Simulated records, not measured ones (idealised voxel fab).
The name of this process module is voxel local oxidation.
cross-section cut | 255 nm wide | cells 5 nm
If you're reading a cross-section in this doc, picture square cells in a grid; it comes to you as bands, top ones listed first down to the bottom, and a band can be one or more rows of cells.
What a band's entry tells you: where the top is and where the bottom is, as heights in nm, and after that what lies inside, material by material from left to right, each with its width in nm. Empty space is written as the word "blank", and a single material marked with the word "throughout" occupies the band from edge to edge.
All heights in this document are referenced to 0, defined as the level beneath which the wafer, as received, consists entirely of one material. The lowest band is not bounded below; it extends indefinitely downward and is written in the form "0 down".
Top row gets the first number, bottom row gets the second, and each row in between changes by the same step: that is how a band width like "30..40" works.
Any step labelled "remained the same" changed none of the cells in the cross-section.
For the entry "Cavities, closed", the listed items are empty spaces with no open way to the top whose size is 8 cells or more; each item follows the pattern width x height at distance, where distance is from the left edge and all three are in nm.
Text after the settings on a step's line: the simulator's own remark on that step.
overlay nm: right-of-plan distance of the mask on a masked step; negative values mean left-of-plan.
## Planned step list for the process
1. op RECEIVE | material Si
2. op CONFORMAL_DEP | material SiO2 | thk nm 5
3. op CONFORMAL_DEP | material SiN | thk nm 10
4. op PATTERN | tone cover | mask id ACTIVE | material resist | width nm 95 | pitch nm 120 | thk nm 20 | overlay nm 0
5. op DIRECTIONAL_ETCH | etch materials SiN | depth nm 10
6. op STRIP | etch materials resist
7. op SELECTIVE_ETCH | etch materials SiO2 | depth nm 5
8. op OXIDIZE | depth nm 10
9. op STRIP | etch materials SiN
## Step 1 complete: cross-section of the wafer as received
	0 down  Si throughout
	Cavities, closed: none
## Cross-sectional image of the first of two wafers at the end of the module, the run having proceeded as planned
	5 to 0  blank (25) / SiO2 (85) / blank (35) / SiO2 (85) / blank (25)
	0 to -10  SiO2 (35) / Si (65) / SiO2 (55) / Si (65) / SiO2 (35)
	-10 down  Si throughout
	Cavities, closed: none
## Now the second wafer, cross-sectioned at the end of the module. Nothing different at the start, nothing different in the plan compared with the first, just one mistake when it was actually run
	5 to 0  blank (20) / SiO2 (95) / blank (25) / SiO2 (95) / blank (20)
	0 to -10  SiO2 (30) / Si (75) / SiO2 (45) / Si (75) / SiO2 (30)
	-10 down  Si throughout
	Cavities, closed: none
Short version of what went wrong: step 4 was run on a setting that differed from the plan, and what really ran there is op PATTERN | tone cover | mask id ACTIVE | material resist | width nm 105 | pitch nm 120 | thk nm 20 | overlay nm 0
Materials where the second wafer ends with more or fewer cells than the first: 8 more of Si | 4 fewer of SiO2
